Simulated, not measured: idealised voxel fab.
Title: Process Module voxel plated lines
Cross-section cut: width 235 nm, square cells of 5 nm.
A cross-section in this document is a grid of square cells, and it is written down as bands, the top band listed before the ones below it; a band is made up of one or more rows of cells. Basically the band line says how high the top is and how high the bottom is, in nm, and then what's in it from left to right, every material with its width in nm. Empty space shows up as "air", and if a single material carries "edge to edge" it runs the full band edge to edge. Beneath 0, the wafer as received is one material, and that level is where height counting begins. The lowest band goes on downward without a bottom; it is written like "top 0, no bottom". Width spec "30 to 40" -> top row of cells at first value, bottom row at second value, equal per-row change in between. "stayed the same" -> step changed no cross-section cell. The list in "Enclosed void listing" covers empty spaces of 8 cells or more that cannot reach the top through any open way, and it gives each as width x height at distance; the distance is from the left edge, and width, height and distance are in nm. Note: text after step settings on the step line = simulator remark on that step. Regarding "overlay nm": on a step with a mask, it is the distance the mask lay to the right of its planned place; a negative value places it to the left.
THE FOLLOWING LIST GIVES THE PLANNED PROCESS STEPS
1. RECEIVE with material Si
2. CONFORMAL_DEP with material SiO2, thk nm 15
3. DIRECTIONAL_DEP with material TiN, thk nm 5
4. PATTERN with tone open, mask id LINES, material resist, width nm 25, pitch nm 45, thk nm 20, overlay nm 0
5. EPI with material Ru, thk nm 10
6. STRIP with etch materials resist
7. DIRECTIONAL_ETCH with etch materials TiN, depth nm 5
8. CONFORMAL_DEP with material SiO2, thk nm 5
CROSS-SECTION, INCOMING MATERIAL, AFTER STEP 1
- top 0, no bottom = Si edge to edge
- Enclosed void listing: none
AS-PLANNED RUN: CROSS-SECTION OF THE FIRST OF TWO WAFERS AT END OF MODULE
- top 35, bottom 30 = air 55; SiO2 35; air 10; SiO2 35; air 10; SiO2 35; air 55
- top 30, bottom 20 = air 55; SiO2 5; Ru 25; SiO2 5; air 10; SiO2 5; Ru 25; SiO2 5; air 10; SiO2 5; Ru 25; SiO2 5; air 55
- top 20, bottom 15 = SiO2 60; TiN 25; SiO2 20; TiN 25; SiO2 20; TiN 25; SiO2 60
- top 15, bottom 0 = SiO2 edge to edge
- top 0, no bottom = Si edge to edge
- Enclosed void listing: none
SECOND WAFER OF THE TWO, SECTIONED AT THE END OF THE MODULE. IT BEGAN LIKE THE FIRST AND FOLLOWED THE SAME PLAN, BUT ONE MISTAKE WAS MADE WHILE RUNNING IT
- top 35, bottom 30 = air 50; SiO2 35; air 10; SiO2 35; air 10; SiO2 35; air 60
- top 30, bottom 20 = air 50; SiO2 5; Ru 25; SiO2 5; air 10; SiO2 5; Ru 25; SiO2 5; air 10; SiO2 5; Ru 25; SiO2 5; air 60
- top 20, bottom 15 = SiO2 55; TiN 25; SiO2 20; TiN 25; SiO2 20; TiN 25; SiO2 65
- top 15, bottom 0 = SiO2 edge to edge
- top 0, no bottom = Si edge to edge
- Enclosed void listing: none
Error vs. plan: step 4 went in with a setting other than planned; the actual run was PATTERN with tone open, mask id LINES, material resist, width nm 25, pitch nm 45, thk nm 20, overlay nm -5
The two final wafers agree on how many cells each material fills and disagree on which cells those are.
